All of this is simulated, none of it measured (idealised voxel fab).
Presented below is a process module, voxel gate over fins.
The cross-section on display is named cut; it measures 240 nm wide, and its cells are 5 nm squares.
Cross-section layout: square cells on a grid; listed as bands, top to bottom; a band spans one or more cell rows.
Each band's line starts with the height of the band's top and of its bottom, in nm. Then come its materials from left to right, each with its width in nm. One material with "throughout" fills the band from edge to edge. "blank" is empty space.
Height is counted from the level 0, under which the received wafer is composed throughout of one material. The lowest of the bands is not closed at the bottom but continues downward, in the notation "0 down".
The width entry "30 to 40" should be interpreted row by row: the top row of cells in the band takes the first number, the bottom row takes the second number, and the change between adjacent rows is uniform throughout.
"nothing different" (step): cross-section cells unchanged, all of them.
"Cavities, closed": empty spaces of 8 cells or more with no open way to the top, each given as width x height at distance, distance from the left edge, all in nm.
Text after the settings on a step's line: the simulator's own remark on that step.
The setting "overlay nm" may be written on the line of a step. When the step uses a mask, the value reports how far to the right of the planned place the mask lay, and a negative value reports that it lay to the left.
## The planned process steps are enumerated hereunder
step 1: RECEIVE [material Si]
step 2: CONFORMAL_DEP [material SiN] [thk nm 5]
step 3: MASKED_ETCH [tone cover] [mask id FINS] [width nm 15] [pitch nm 40] [etch materials SiN] [depth nm 5] [overlay nm 0]
step 4: MASKED_ETCH [tone cover] [mask id FINS] [width nm 15] [pitch nm 40] [etch materials Si] [depth nm 40] [overlay nm 0]
step 5: OXIDIZE [depth nm 5]
step 6: FILL_DEP [material SiO2] [thk nm 15]
step 7: CMP [height nm 5]
step 8: SELECTIVE_ETCH [etch materials SiO2] [depth nm 15]
step 9: STRIP [etch materials SiN]
step 10: CONFORMAL_DEP [material HfO2] [thk nm 5]
step 11: CONFORMAL_DEP [material TiN] [thk nm 5]
step 12: FILL_DEP [material W] [thk nm 10]
step 13: CMP [height nm 15]
step 14: CONFORMAL_DEP [material SiCN] [thk nm 5]
## Cross-section of the incoming wafer, state after step 1
> 0 down: Si throughout
> Cavities, closed: none
## One mistake in running the module, otherwise start and plan as above: cross-section at the end
> 20 to 15: SiCN throughout
> 15 to 10: W throughout
> 10 to 5: W 45 nm | TiN 30 nm | W 10 nm | TiN 30 nm | W 10 nm | TiN 30 nm | W 10 nm | TiN 30 nm | W 45 nm
> 5 to 0: W 45 nm | TiN 5 nm | HfO2 20 nm | TiN 5 nm | W 10 nm | TiN 5 nm | HfO2 20 nm | TiN 5 nm | W 10 nm | TiN 5 nm | HfO2 20 nm | TiN 5 nm | W 10 nm | TiN 5 nm | HfO2 20 nm | TiN 5 nm | W 45 nm
> 0 to -5: TiN 50 nm | HfO2 5 nm | Si 10 nm | HfO2 5 nm | TiN 20 nm | HfO2 5 nm | Si 10 nm | HfO2 5 nm | TiN 20 nm | HfO2 5 nm | Si 10 nm | HfO2 5 nm | TiN 20 nm | HfO2 5 nm | Si 10 nm | HfO2 5 nm | TiN 50 nm
> -5 to -10: HfO2 55 nm | Si 10 nm | HfO2 30 nm | Si 10 nm | HfO2 30 nm | Si 10 nm | HfO2 30 nm | Si 10 nm | HfO2 55 nm
> -10 to -45: SiO2 55 nm | Si 10 nm | SiO2 30 nm | Si 10 nm | SiO2 30 nm | Si 10 nm | SiO2 30 nm | Si 10 nm | SiO2 55 nm
> -45 down: Si throughout
> Cavities, closed: none
What was the processing mistake? note that step 3 departed from the planned setting and was carried out as MASKED_ETCH [tone cover] [mask id FINS] [width nm 20] [pitch nm 40] [etch materials SiN] [depth nm 5] [overlay nm 0]
